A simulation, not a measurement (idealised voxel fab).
process module | voxel capacitor over wiring
cross-section cut | 195 nm wide | cells 5 nm
A cross-section is a grid of square cells, given in bands from the top down. A band is one or more rows of cells.
Each band's line starts with the height of the band's top and of its bottom, in nm. Then come its materials from left to right, each with its width in nm. One material with "throughout" fills the band from edge to edge. "air" is empty space.
Height 0 is the level under which the wafer as received is all one material. The lowest band goes on downwards, as in "0 down".
A width such as "30 to 40" changes by the same amount from each row of cells to the next, from the band's top row to its bottom row.
"no change" after a step means that no cell of the cross-section changed.
closed voids: empty space of 8 cells or more with no open way to the top, each as width x height at its distance from the left edge, in nm
after a step's settings: what the simulator itself notes on the step
overlay nm, on a step with a mask: how far to the right of its planned place the mask lay; to the left if negative
plan
1 op RECEIVE | material Si
2 op CONFORMAL_DEP | material SiO2 | thk nm 10
3 op CONFORMAL_DEP | material SiCN | thk nm 5
4 op DIRECTIONAL_DEP | material SiO2 | thk nm 20
5 op PATTERN | tone open | mask id METAL_1 | material resist | width nm 30 | pitch nm 100 | thk nm 15 | overlay nm 0
6 op DIRECTIONAL_ETCH | etch materials SiO2 | depth nm 20
7 op DIRECTIONAL_ETCH | etch materials SiCN | depth nm 5
8 op STRIP | etch materials resist
9 op CONFORMAL_DEP | material TiN | thk nm 5
10 op FILL_DEP | material W | thk nm 5
11 op CMP | height nm 35
12 op EPI | material Ru | thk nm 5
13 op FILL_DEP | material SiCN | thk nm 5
14 op DIRECTIONAL_DEP | material lowk | thk nm 15
15 op PATTERN | tone open | mask id PLUG_1 | material resist | width nm 15 | thk nm 15 | overlay nm 0
16 op DIRECTIONAL_ETCH | etch materials lowk | depth nm 15
17 op DIRECTIONAL_ETCH | etch materials SiCN | depth nm 5
18 op STRIP | etch materials resist
19 op EPI | material Ru | thk nm 10
20 op EPI | material Ru | thk nm 10
21 op DIRECTIONAL_DEP | material TiN | thk nm 5
22 op DIRECTIONAL_DEP | material Al2O3 | thk nm 5
23 op DIRECTIONAL_DEP | material TiN | thk nm 10
24 op PATTERN | tone cover | mask id UPPER_PLATE | material resist | width nm 75 | thk nm 20 | overlay nm 0
25 op DIRECTIONAL_ETCH | etch materials TiN | depth nm 10
26 op DIRECTIONAL_ETCH | etch materials Al2O3 | depth nm 5
27 op STRIP | etch materials resist
28 op PATTERN | tone cover | mask id LOWER_PLATE | material resist | width nm 85 | thk nm 15 | overlay nm 0
29 op DIRECTIONAL_ETCH | etch materials TiN | depth nm 5
30 op STRIP | etch materials resist
31 op FILL_DEP | material SiO2 | thk nm 20
32 op CMP | height nm 95
33 op DIRECTIONAL_DEP | material aC | thk nm 15
34 op PATTERN | tone open | mask id PLUG_2 | material resist | width nm 15 | thk nm 30 | overlay nm 0
35 op DIRECTIONAL_ETCH | etch materials aC | depth nm 15
36 op STRIP | etch materials resist
37 op DIRECTIONAL_ETCH | etch materials SiO2 | depth nm 15
38 op STRIP | etch materials aC
39 op CONFORMAL_DEP | material TiN | thk nm 5
40 op FILL_DEP | material Cu | thk nm 10
41 op CMP | height nm 95
42 op CONFORMAL_DEP | material SiCN | thk nm 5
as received, after step 1
  0 down: Si throughout
  closed voids: none
first wafer at the end, as planned
  100 to 95: SiCN throughout
  95 to 85: SiO2 55 | TiN 5 | Cu 5 | TiN 5 | SiO2 125
  85 to 80: SiO2 55 | TiN 15 | SiO2 125
  80 to 70: SiO2 45 | TiN 75 | SiO2 75
  70 to 65: SiO2 45 | Al2O3 75 | SiO2 75
  65 to 60: SiO2 40 | TiN 85 | SiO2 70
  60 to 45: lowk 45 | Ru 15 | lowk 135
  45 to 40: SiCN 45 | Ru 15 | SiCN 135
  40 to 35: SiCN 25 | Ru 40 | SiCN 60 | Ru 40 | SiCN 30
  35 to 15: SiO2 30 | TiN 5 | W 20 | TiN 5 | SiO2 70 | TiN 5 | W 20 | TiN 5 | SiO2 35
  15 to 10: SiCN 30 | TiN 30 | SiCN 70 | TiN 30 | SiCN 35
  10 to 0: SiO2 throughout
  0 down: Si throughout
  closed voids: none
second wafer at the end: like start, like plan, one mistake
  100 to 95: SiCN throughout
  95 to 85: SiO2 55 | TiN 5 | Cu 5 | TiN 5 | SiO2 125
  85 to 80: SiO2 55 | TiN 15 | SiO2 125
  80 to 70: SiO2 45 | TiN 75 | SiO2 75
  70 to 65: SiO2 45 | Al2O3 75 | SiO2 75
  65 to 60: SiO2 40 | TiN 85 | SiO2 70
  60 to 45: lowk 45 | Ru 15 | lowk 135
  45 to 40: SiCN 45 | Ru 15 | SiCN 135
  40 to 35: SiCN 20 | Ru 50 | SiCN 50 | Ru 50 | SiCN 25
  35 to 15: SiO2 25 | TiN 5 | W 30 | TiN 5 | SiO2 60 | TiN 5 | W 30 | TiN 5 | SiO2 30
  15 to 10: SiCN 25 | TiN 40 | SiCN 60 | TiN 40 | SiCN 30
  10 to 0: SiO2 throughout
  0 down: Si throughout
  closed voids: none
what went wrong: step 5 ran as: op PATTERN | tone open | mask id METAL_1 | material resist | width nm 40 | pitch nm 100 | thk nm 15 | overlay nm 0
at the end the second wafer has, in cells: 4 more of Ru | 8 fewer of SiCN | 16 fewer of SiO2 | 4 more of TiN | 16 more of W
